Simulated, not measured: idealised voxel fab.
process module | voxel capacitor over wiring
The cross-section on display is named cut; it measures 235 nm wide, and its cells are 5 nm squares.
If you're reading a cross-section in this doc, picture square cells in a grid; it comes to you as bands, top ones listed first down to the bottom, and a band can be one or more rows of cells. The band entry comprises the height of the band's top followed by the height of its bottom, expressed in nm, and subsequently the band's materials from left to right, each stated together with its width in nm. Where a single material is marked with the word "edge to edge", that material fills the band from edge to edge. The word "air" represents empty space. We count height from 0. Below that, the starting wafer is all one material. The lowest band never ends at the bottom but goes on down; see "0 down" for how that is written. With a width like "30 to 40", each row of cells in the band differs from the next by the same amount, the top row carrying the first number and the bottom row the second. Any step labelled "nothing got changed" changed none of the cells in the cross-section. Look at "Unvented voids" for the closed voids: empty spaces with no open path to the top, sized 8 cells or up. Each is width x height at distance, distance from the left edge, all nm. Read whatever lies past the settings on a step's line as the simulator's own remark about the step. overlay nm: for a step with a mask, the amount by which the mask lay right of where it was planned; a negative amount means left of it.

Below is the list of planned process steps:
1,RECEIVE,material Si
2,CONFORMAL_DEP,material SiO2,thk nm 15
3,DIRECTIONAL_DEP,material TiN,thk nm 5
4,DIRECTIONAL_DEP,material W,thk nm 20
5,MASKED_ETCH,tone cover,mask id METAL_1,width nm 25,pitch nm 95,etch materials W,depth nm 20,overlay nm 0
6,MASKED_ETCH,tone cover,mask id METAL_1,width nm 25,pitch nm 95,etch materials TiN,depth nm 5,overlay nm 0
7,CONFORMAL_DEP,material SiN,thk nm 5
8,FILL_DEP,material lowk,thk nm 5
9,CMP,height nm 40
10,CONFORMAL_DEP,material SiCN,thk nm 5
11,DIRECTIONAL_DEP,material SiO2,thk nm 20
12,MASKED_ETCH,tone open,mask id PLUG_1,width nm 15,etch materials SiO2,depth nm 20,overlay nm 0
13,MASKED_ETCH,tone open,mask id PLUG_1,width nm 15,etch materials SiCN,depth nm 5,overlay nm 0
14,EPI,material Ru,thk nm 10
15,EPI,material Ru,thk nm 10
16,EPI,material Ru,thk nm 5
17,DIRECTIONAL_DEP,material TiN,thk nm 10
18,DIRECTIONAL_DEP,material Al2O3,thk nm 5
19,DIRECTIONAL_DEP,material TiN,thk nm 10
20,DIRECTIONAL_DEP,material aC,thk nm 15
21,PATTERN,tone cover,mask id UPPER_PLATE,material resist,width nm 75,thk nm 35,overlay nm 0
22,DIRECTIONAL_ETCH,etch materials aC,depth nm 15
23,STRIP,etch materials resist
24,DIRECTIONAL_ETCH,etch materials TiN,depth nm 10
25,DIRECTIONAL_ETCH,etch materials Al2O3,depth nm 5
26,STRIP,etch materials aC
27,MASKED_ETCH,tone cover,mask id LOWER_PLATE,width nm 85,etch materials TiN,depth nm 10,overlay nm 0
28,FILL_DEP,material SiO2,thk nm 15
29,CMP,height nm 100
30,DIRECTIONAL_DEP,material aC,thk nm 10
31,PATTERN,tone open,mask id PLUG_2,material resist,width nm 15,thk nm 25,overlay nm 0
32,DIRECTIONAL_ETCH,etch materials aC,depth nm 5
33,STRIP,etch materials resist
34,DIRECTIONAL_ETCH,etch materials SiO2,depth nm 10
35,STRIP,etch materials aC
36,CONFORMAL_DEP,material TiN,thk nm 5
37,FILL_DEP,material Ru,thk nm 10
38,CMP,height nm 100
39,CONFORMAL_DEP,material SiN,thk nm 5
All wafers enter the flow in the same state. The depth nm at step 32 differs from wafer to wafer, and the plan gives the value for the first wafer.

The first of several wafers as received, shown in cross-section; this is its state after step 1:
	0 down  Si edge to edge
	Unvented voids: none

Per wafer, end of module: cells gained (+) or lost (-) per material since receipt, then closed voids:
depth nm 5; +15 Al2O3; +15 Ru; +44 SiCN; +100 SiN; +567 SiO2; +74 TiN; +40 W; +132 lowk; Unvented voids: none
depth nm 10; +15 Al2O3; +16 Ru; +44 SiCN; +100 SiN; +561 SiO2; +79 TiN; +40 W; +132 lowk; Unvented voids: none
depth nm 15; +15 Al2O3; +16 Ru; +44 SiCN; +100 SiN; +561 SiO2; +79 TiN; +40 W; +132 lowk; Unvented voids: none
depth nm 20; +15 Al2O3; +16 Ru; +44 SiCN; +100 SiN; +561 SiO2; +79 TiN; +40 W; +132 lowk; Unvented voids: none
depth nm 25; +15 Al2O3; +16 Ru; +44 SiCN; +100 SiN; +561 SiO2; +79 TiN; +40 W; +132 lowk; Unvented voids: none
